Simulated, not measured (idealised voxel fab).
process module | voxel gate over fins
cross-section cut | 165 nm wide | cells 5 nm
A cross-section is a grid of square cells, given in bands from the top down. A band is one or more rows of cells.
Each band's line starts with the height of the band's top and of its bottom, in nm. Then come its materials from left to right, each with its width in nm. One material with "throughout" fills the band from edge to edge. "air" is empty space.
Height 0 is the level under which the wafer as received is all one material. The lowest band goes on downwards, as in "0 down".
A width such as "30 to 40" changes by the same amount from each row of cells to the next, from the band's top row to its bottom row.
"no change" after a step means that no cell of the cross-section changed.
closed voids: empty space of 8 cells or more with no open way to the top, each as width x height at its distance from the left edge, in nm
after a step's settings: what the simulator itself notes on the step
overlay nm, on a step with a mask: how far to the right of its planned place the mask lay; to the left if negative
plan
1 op RECEIVE | material Si
2 op CONFORMAL_DEP | material SiN | thk nm 5
3 op PATTERN | tone cover | mask id FINS | material resist | width nm 15 | pitch nm 45 | thk nm 20 | overlay nm -15
4 op DIRECTIONAL_ETCH | etch materials SiN | depth nm 5
5 op DIRECTIONAL_ETCH | etch materials Si | depth nm 30
6 op STRIP | etch materials resist
7 op FILL_DEP | material SiO2 | thk nm 15
8 op CMP | height nm 5
9 op SELECTIVE_ETCH | etch materials SiO2 | depth nm 20
10 op STRIP | etch materials SiN
11 op CONFORMAL_DEP | material HfO2 | thk nm 5
12 op CONFORMAL_DEP | material TiN | thk nm 5
13 op CONFORMAL_DEP | material TiAl | thk nm 5
14 op CONFORMAL_DEP | material TiN | thk nm 5
15 op FILL_DEP | material W | thk nm 10
16 op CMP | height nm 25
17 op CONFORMAL_DEP | material SiCN | thk nm 10
varied across the wafers: overlay nm of step 3. The plan shows the first wafer's value. All wafers start alike
first wafer as received, after step 1
  0 down: Si throughout
  closed voids: none
first wafer at the end, after step 17
  35 to 25: SiCN throughout
  25 to 20: W throughout
  20 to 15: W 15 | TiN 100 | W 50
  15 to 10: W 15 | TiN 5 | TiAl 90 | TiN 5 | W 50
  10 to 5: W 15 | TiN 5 | TiAl 5 | TiN 35 | TiAl 10 | TiN 35 | TiAl 5 | TiN 5 | W 50
  5 to 0: TiN 20 | TiAl 5 | TiN 5 | HfO2 25 | TiN 5 | TiAl 10 | TiN 5 | HfO2 25 | TiN 5 | TiAl 5 | TiN 55
  0 to -5: TiAl 25 | TiN 5 | HfO2 5 | Si 15 | HfO2 5 | TiN 5 | TiAl 10 | TiN 5 | HfO2 5 | Si 15 | HfO2 5 | TiN 5 | TiAl 60
  -5 to -10: TiN 30 | HfO2 5 | Si 15 | HfO2 5 | TiN 20 | HfO2 5 | Si 15 | HfO2 5 | TiN 65
  -10 to -15: HfO2 35 | Si 15 | HfO2 30 | Si 15 | HfO2 70
  -15 to -30: SiO2 35 | Si 15 | SiO2 30 | Si 15 | SiO2 70
  -30 down: Si throughout
  closed voids: none
last wafer at the end
  35 to 25: SiCN throughout
  25 to 20: W throughout
  20 to 15: W 45 | TiN 100 | W 20
  15 to 10: W 45 | TiN 5 | TiAl 90 | TiN 5 | W 20
  10 to 5: W 45 | TiN 5 | TiAl 5 | TiN 35 | TiAl 10 | TiN 35 | TiAl 5 | TiN 5 | W 20
  5 to 0: TiN 50 | TiAl 5 | TiN 5 | HfO2 25 | TiN 5 | TiAl 10 | TiN 5 | HfO2 25 | TiN 5 | TiAl 5 | TiN 25
  0 to -5: TiAl 55 | TiN 5 | HfO2 5 | Si 15 | HfO2 5 | TiN 5 | TiAl 10 | TiN 5 | HfO2 5 | Si 15 | HfO2 5 | TiN 5 | TiAl 30
  -5 to -10: TiN 60 | HfO2 5 | Si 15 | HfO2 5 | TiN 20 | HfO2 5 | Si 15 | HfO2 5 | TiN 35
  -10 to -15: HfO2 65 | Si 15 | HfO2 30 | Si 15 | HfO2 40
  -15 to -30: SiO2 65 | Si 15 | SiO2 30 | Si 15 | SiO2 40
  -30 down: Si throughout
  closed voids: none
each wafer at the end: cells of each material gained (+) or lost (-) since it was received, then its closed voids
overlay nm -15 | +45 HfO2 | -162 Si | +66 SiCN | +81 SiO2 | +45 TiAl | +84 TiN | +72 W | closed voids: none
overlay nm -10 | +45 HfO2 | -162 Si | +66 SiCN | +81 SiO2 | +45 TiAl | +84 TiN | +72 W | closed voids: none
overlay nm -5 | +45 HfO2 | -162 Si | +66 SiCN | +81 SiO2 | +45 TiAl | +84 TiN | +72 W | closed voids: none
overlay nm 0 | +45 HfO2 | -162 Si | +66 SiCN | +81 SiO2 | +45 TiAl | +84 TiN | +72 W | closed voids: none
overlay nm 5 | +45 HfO2 | -162 Si | +66 SiCN | +81 SiO2 | +45 TiAl | +84 TiN | +72 W | closed voids: none
overlay nm 10 | +45 HfO2 | -162 Si | +66 SiCN | +81 SiO2 | +45 TiAl | +84 TiN | +72 W | closed voids: none
overlay nm 15 | +45 HfO2 | -162 Si | +66 SiCN | +81 SiO2 | +45 TiAl | +84 TiN | +72 W | closed voids: none
